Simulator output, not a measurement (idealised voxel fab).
The name of this process module is voxel capacitor over wiring.
Pictured: cross-section cut, 255 nm wide, on a grid of 5 nm square cells.
Reading order for cross-sections: top band down to bottom band. Underlying form: a grid of square cells. Band size: one or more rows of cells.
Quick guide to a band line: top height, bottom height (nm) up front; then every material left to right with its width in nm. Only one material and it's marked "edge to edge"? Then it fills the band edge to edge. And "blank" just means empty space.
Height 0 is the level under which the wafer as received is all one material. The lowest band goes on downwards, as in "top 0, no bottom".
You'd read "30..40" like this: the band's top row of cells is as wide as the first number, its bottom row is as wide as the second, and going down, every row changes width by the same amount as the row before did.
The designation "nothing was modified", where it is given for a processing step, indicates that no cell of the cross-section was altered in the course of that step.
Voids not open to the top, 8 cells minimum: see "Enclosed empty spaces". Written width x height at distance; distance is from the left edge; nm.
It should be noted that, on the line of a given step, the content following the step's settings is a remark produced by the simulator itself with respect to that step.
"overlay nm", when on a step's line for a step with a mask, measures how far to the right of its planned place the mask lay; a negative measure means to the left.
PROCESS STEPS - PLAN
1 RECEIVE [material Si]
2 CONFORMAL_DEP [material SiO2] [thk nm 10]
3 CONFORMAL_DEP [material SiCN] [thk nm 5]
4 DIRECTIONAL_DEP [material SiO2] [thk nm 20]
5 PATTERN [tone open] [mask id METAL_1] [material resist] [width nm 30] [pitch nm 95] [thk nm 20] [overlay nm 0]
6 DIRECTIONAL_ETCH [etch materials SiO2] [depth nm 20]
7 DIRECTIONAL_ETCH [etch materials SiCN] [depth nm 5]
8 STRIP [etch materials resist]
9 CONFORMAL_DEP [material TiN] [thk nm 5]
10 FILL_DEP [material Ru] [thk nm 5]
11 CMP [height nm 35]
12 CONFORMAL_DEP [material SiCN] [thk nm 5]
13 DIRECTIONAL_DEP [material SiO2] [thk nm 15]
14 PATTERN [tone open] [mask id PLUG_1] [material resist] [width nm 15] [thk nm 20] [overlay nm 0]
15 DIRECTIONAL_ETCH [etch materials SiO2] [depth nm 15]
16 DIRECTIONAL_ETCH [etch materials SiCN] [depth nm 5]
17 STRIP [etch materials resist]
18 EPI [material Ru] [thk nm 10]
19 EPI [material Ru] [thk nm 10]
20 DIRECTIONAL_DEP [material TiN] [thk nm 10]
21 DIRECTIONAL_DEP [material HfO2] [thk nm 5]
22 DIRECTIONAL_DEP [material TiN] [thk nm 10]
23 MASKED_ETCH [tone cover] [mask id UPPER_PLATE] [width nm 70] [etch materials TiN] [depth nm 10] [overlay nm 0]
24 MASKED_ETCH [tone cover] [mask id UPPER_PLATE] [width nm 70] [etch materials HfO2] [depth nm 5] [overlay nm 0]
25 DIRECTIONAL_DEP [material aC] [thk nm 15]
26 PATTERN [tone cover] [mask id LOWER_PLATE] [material resist] [width nm 80] [thk nm 35] [overlay nm 0]
27 DIRECTIONAL_ETCH [etch materials aC] [depth nm 15]
28 STRIP [etch materials resist]
29 DIRECTIONAL_ETCH [etch materials TiN] [depth nm 10]
30 STRIP [etch materials aC]
31 FILL_DEP [material SiO2] [thk nm 15]
32 CMP [height nm 90]
33 DIRECTIONAL_DEP [material aC] [thk nm 15]
34 PATTERN [tone open] [mask id PLUG_2] [material resist] [width nm 15] [thk nm 30] [overlay nm 0]
35 DIRECTIONAL_ETCH [etch materials aC] [depth nm 15]
36 STRIP [etch materials resist]
37 DIRECTIONAL_ETCH [etch materials SiO2] [depth nm 10]
38 STRIP [etch materials aC]
39 CONFORMAL_DEP [material TiN] [thk nm 5]
40 FILL_DEP [material W] [thk nm 10]
41 CMP [height nm 90]
42 CONFORMAL_DEP [material SiN] [thk nm 5]
SHOWN IN CROSS-SECTION IS THE WAFER AS RECEIVED, THAT IS, AS IT STANDS AFTER STEP 1
- top 0, no bottom  Si edge to edge
- Enclosed empty spaces: none
A WAFER AT THE END: THIS START, THIS PLAN, ONE MISTAKE
- top 95, bottom 90  SiN edge to edge
- top 90, bottom 80  SiO2 (90), then TiN (60), then SiO2 (105)
- top 80, bottom 75  SiO2 (95), then HfO2 (55), then SiO2 (105)
- top 75, bottom 70  SiO2 (75), then TiN (5), then SiO2 (15), then TiN (60), then SiO2 (100)
- top 70, bottom 60  SiO2 (75..80), then TiN (80..15), then SiO2 (100..160)
- top 60, bottom 55  SiO2 (80), then HfO2 (15), then SiO2 (160)
- top 55, bottom 50  SiO2 (80), then TiN (15), then SiO2 (160)
- top 50, bottom 45  SiCN (80), then TiN (15), then SiCN (160)
- top 45, bottom 35  SiCN edge to edge
- top 35, bottom 15  SiO2 (65), then TiN (5), then Ru (20), then TiN (5), then SiO2 (65), then TiN (5), then Ru (20), then TiN (5), then SiO2 (65)
- top 15, bottom 10  SiCN (65), then TiN (30), then SiCN (65), then TiN (30), then SiCN (65)
- top 10, bottom 0  SiO2 edge to edge
- top 0, no bottom  Si edge to edge
- Enclosed empty spaces: none
Processing error: step 12 was not run as planned; what actually ran was CONFORMAL_DEP [material SiCN] [thk nm 15]
